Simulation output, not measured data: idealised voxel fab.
This section sets out a process module, namely voxel capacitor over wiring.
Pictured: cross-section cut, 260 nm wide, on a grid of 5 nm square cells.
Reading order for cross-sections: top band down to bottom band. Underlying form: a grid of square cells. Band size: one or more rows of cells.
Within each band entry, the heights of the top and of the bottom of the band appear first, in that order and in nm; the materials of the band then follow from left to right, each with its corresponding width in nm. The designation "everywhere" on a single material indicates that it fills the band from edge to edge; the designation "empty" indicates empty space.
Note: height 0 marks the level under which the wafer is uniformly one material as received. Lowest band unbounded below, written "0 down".
A width given as "30->40" starts at the first number in the band's top row and ends at the second number in its bottom row, shifting by an equal amount at every step from row to row.
Where a step carries "nothing different", the cross-section came out of it unchanged, cell for cell.
Voids not open to the top, 8 cells minimum: see "Closed cavities". Written width x height at distance; distance is from the left edge; nm.
The remark found on a step's line after its settings is issued by the simulator itself and pertains to that step.
When a step includes a mask, the "overlay nm" setting on its line states how far to the right of its planned place that mask lay, and negative values state how far to the left.

These are the steps we planned for the process:
1: RECEIVE [material Si]
2: CONFORMAL_DEP [material SiO2] [thk nm 15]
3: CONFORMAL_DEP [material SiCN] [thk nm 5]
4: DIRECTIONAL_DEP [material SiO2] [thk nm 15]
5: MASKED_ETCH [tone open] [mask id METAL_1] [width nm 30] [pitch nm 100] [etch materials SiO2] [depth nm 15] [overlay nm 0]
6: MASKED_ETCH [tone open] [mask id METAL_1] [width nm 30] [pitch nm 100] [etch materials SiCN] [depth nm 5] [overlay nm 0]
7: CONFORMAL_DEP [material TiN] [thk nm 5]
8: FILL_DEP [material Cu] [thk nm 5]
9: CMP [height nm 35]
10: EPI [material Ru] [thk nm 5]
11: FILL_DEP [material SiCN] [thk nm 5]
12: DIRECTIONAL_DEP [material SiO2] [thk nm 15]
13: MASKED_ETCH [tone open] [mask id PLUG_1] [width nm 15] [etch materials SiO2] [depth nm 15] [overlay nm 0]
14: MASKED_ETCH [tone open] [mask id PLUG_1] [width nm 15] [etch materials SiCN] [depth nm 5] [overlay nm 0]
15: EPI [material Ru] [thk nm 10]
16: EPI [material Ru] [thk nm 10]
17: DIRECTIONAL_DEP [material TiN] [thk nm 5]
18: DIRECTIONAL_DEP [material Al2O3] [thk nm 5]
19: DIRECTIONAL_DEP [material TiN] [thk nm 10]
20: MASKED_ETCH [tone cover] [mask id UPPER_PLATE] [width nm 75] [etch materials TiN] [depth nm 10] [overlay nm 0]
21: MASKED_ETCH [tone cover] [mask id UPPER_PLATE] [width nm 75] [etch materials Al2O3] [depth nm 5] [overlay nm 0]
22: PATTERN [tone cover] [mask id LOWER_PLATE] [material resist] [width nm 85] [thk nm 15] [overlay nm 0]
23: DIRECTIONAL_ETCH [etch materials TiN] [depth nm 5]
24: STRIP [etch materials resist]
25: FILL_DEP [material SiO2] [thk nm 20]
26: CMP [height nm 95]
27: PATTERN [tone open] [mask id PLUG_2] [material resist] [width nm 15] [thk nm 15] [overlay nm 0]
28: DIRECTIONAL_ETCH [etch materials SiO2] [depth nm 15]
29: STRIP [etch materials resist]
30: CONFORMAL_DEP [material TiN] [thk nm 5]
31: FILL_DEP [material Ru] [thk nm 10]
32: CMP [height nm 95]
33: CONFORMAL_DEP [material SiN] [thk nm 5]

As-received state of the wafer in cross-section, equivalent to post-step 1:
  0 down  Si everywhere
  Closed cavities: none

Result of the module, cross-sectioned: start per above, plan per above, one error in how it was run:
  100 to 95  SiN everywhere
  95 to 85  85 nm Ru, then 5 nm TiN, then 15 nm SiO2, then 5 nm TiN, then 150 nm Ru
  85 to 80  90 nm TiN, then 15 nm SiO2, then 155 nm TiN
  80 to 70  80 nm SiO2, then 75 nm TiN, then 105 nm SiO2
  70 to 65  80 nm SiO2, then 75 nm Al2O3, then 105 nm SiO2
  65 to 60  75 nm SiO2, then 85 nm TiN, then 100 nm SiO2
  60 to 45  80 nm SiO2, then 15 nm Ru, then 165 nm SiO2
  45 to 40  80 nm SiCN, then 15 nm Ru, then 165 nm SiCN
  40 to 35  60 nm SiCN, then 40 nm Ru, then 60 nm SiCN, then 40 nm Ru, then 60 nm SiCN
  35 to 20  65 nm SiO2, then 5 nm TiN, then 20 nm Cu, then 5 nm TiN, then 70 nm SiO2, then 5 nm TiN, then 20 nm Cu, then 5 nm TiN, then 65 nm SiO2
  20 to 15  65 nm SiCN, then 30 nm TiN, then 70 nm SiCN, then 30 nm TiN, then 65 nm SiCN
  15 to 0  SiO2 everywhere
  0 down  Si everywhere
  Closed cavities: none
Against the plan, the run slipped here: step 27 did not happen as planned, as run it was PATTERN [tone cover] [mask id PLUG_2] [material resist] [width nm 15] [thk nm 15] [overlay nm 0]
